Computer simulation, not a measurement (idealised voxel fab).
The following process module bears the name voxel self aligned contacts.
In the cross-section labelled cut, the width is 215 nm and each square cell is 5 nm.
Bands, listed from the top down, are how a cross-section gets written in this document; the cross-section itself is a grid of square cells, and a band is one or more rows of them. Read a band's entry like this: the first values are the height of its top and the height of its bottom in nm, and what follows is the sequence of materials from left to right, each with its width in nm. Note that "empty" is empty space, and that a single material marked "everywhere" reaches across the band from edge to edge. Where do heights start? At 0: under that level the wafer as delivered is made of one material only. And the lowest band has no floor; it just carries on downward, as in "0 down". Per-row width for "30->40": begins at first number (top row of band), ends at second number (bottom row), increment between rows held constant. Step note "nothing changed" = no cross-section cell changed. If an empty space has no open way to the top and is at least 8 cells in size, "Fully sealed cavities" lists it, written width x height at distance, where distance is measured from the left edge and every value is in nm. Text after the settings on a step's line: the simulator's own remark on that step. overlay nm: how far to the right of its planned place the mask lay on this masked step (negative: to the left).

-- Process steps - plan
1. RECEIVE with material Si
2. CONFORMAL_DEP with material SiO2, thk nm 5
3. DIRECTIONAL_DEP with material polySi, thk nm 20
4. DIRECTIONAL_DEP with material SiN, thk nm 25
5. PATTERN with tone cover, mask id GATE, material resist, width nm 35, pitch nm 75, thk nm 15, overlay nm 0
6. DIRECTIONAL_ETCH with etch materials SiN, depth nm 25
7. DIRECTIONAL_ETCH with etch materials polySi, depth nm 20
8. STRIP with etch materials resist
9. CONFORMAL_DEP with material SiN, thk nm 10
10. DIRECTIONAL_ETCH with etch materials SiN, depth nm 10
11. FILL_DEP with material SiO2, thk nm 20
12. CMP with height nm 60
13. DIRECTIONAL_DEP with material aC, thk nm 10
14. PATTERN with tone open, mask id CONTACT, material resist, width nm 50, pitch nm 75, thk nm 25, overlay nm -15
15. DIRECTIONAL_ETCH with etch materials aC, depth nm 10
16. STRIP with etch materials resist
17. DIRECTIONAL_ETCH with etch materials SiO2, depth nm 60
18. STRIP with etch materials aC
19. CONFORMAL_DEP with material TiN, thk nm 5
20. FILL_DEP with material Ru, thk nm 10
21. CMP with height nm 60
22. CONFORMAL_DEP with material SiCN, thk nm 5
All wafers enter the flow in the same state. The overlay nm at step 14 differs from wafer to wafer, and the plan gives the value for the first wafer.

-- Received wafers, first of several: cross-section after step 1
  0 down = Si everywhere
  Fully sealed cavities: none

-- At the end of the module, after its last step, step 22, the first of several wafers appears in cross-section as follows
  65 to 60 = SiCN everywhere
  60 to 50 = SiO2 30 / TiN 5->35 / Ru 40->10 / TiN 5 / SiO2 25 / TiN 5->35 / Ru 40->10 / TiN 5 / SiO2 60
  50 to 25 = SiO2 5 / SiN 55 / TiN 5 / Ru 10 / TiN 5 / SiN 55 / TiN 5 / Ru 10 / TiN 5 / SiN 55 / SiO2 5
  25 to 5 = SiO2 5 / SiN 10 / polySi 35 / SiN 10 / TiN 5 / Ru 10 / TiN 5 / SiN 10 / polySi 35 / SiN 10 / TiN 5 / Ru 10 / TiN 5 / SiN 10 / polySi 35 / SiN 10 / SiO2 5
  5 to 0 = SiO2 60 / TiN 20 / SiO2 55 / TiN 20 / SiO2 60
  0 down = Si everywhere
  Fully sealed cavities: none

-- End of module, last wafer sectioned
  65 to 60 = SiCN everywhere
  60 to 50 = SiO2 60 / TiN 5 / Ru 40->10 / TiN 5->35 / SiO2 25 / TiN 5 / Ru 40->10 / TiN 5->35 / SiO2 30
  50 to 25 = SiO2 5 / SiN 55 / TiN 5 / Ru 10 / TiN 5 / SiN 55 / TiN 5 / Ru 10 / TiN 5 / SiN 55 / SiO2 5
  25 to 5 = SiO2 5 / SiN 10 / polySi 35 / SiN 10 / TiN 5 / Ru 10 / TiN 5 / SiN 10 / polySi 35 / SiN 10 / TiN 5 / Ru 10 / TiN 5 / SiN 10 / polySi 35 / SiN 10 / SiO2 5
  5 to 0 = SiO2 60 / TiN 20 / SiO2 55 / TiN 20 / SiO2 60
  0 down = Si everywhere
  Fully sealed cavities: none

-- What follows is a table in which each wafer occupies a row; for the wafer as it stands at the close of the module, the row states, material by material, how many cells have been gained (+) or lost (-) since receipt, and then gives its closed voids
overlay nm -15; +56 Ru; +43 SiCN; +213 SiN; +99 SiO2; +64 TiN; +84 polySi; Fully sealed cavities: none
overlay nm -10; +56 Ru; +43 SiCN; +213 SiN; +99 SiO2; +64 TiN; +84 polySi; Fully sealed cavities: none
overlay nm -5; +56 Ru; +43 SiCN; +213 SiN; +99 SiO2; +64 TiN; +84 polySi; Fully sealed cavities: none
overlay nm 0; +56 Ru; +43 SiCN; +213 SiN; +99 SiO2; +64 TiN; +84 polySi; Fully sealed cavities: none
overlay nm 5; +56 Ru; +43 SiCN; +213 SiN; +99 SiO2; +64 TiN; +84 polySi; Fully sealed cavities: none
overlay nm 10; +56 Ru; +43 SiCN; +213 SiN; +99 SiO2; +64 TiN; +84 polySi; Fully sealed cavities: none
overlay nm 15; +56 Ru; +43 SiCN; +213 SiN; +99 SiO2; +64 TiN; +84 polySi; Fully sealed cavities: none
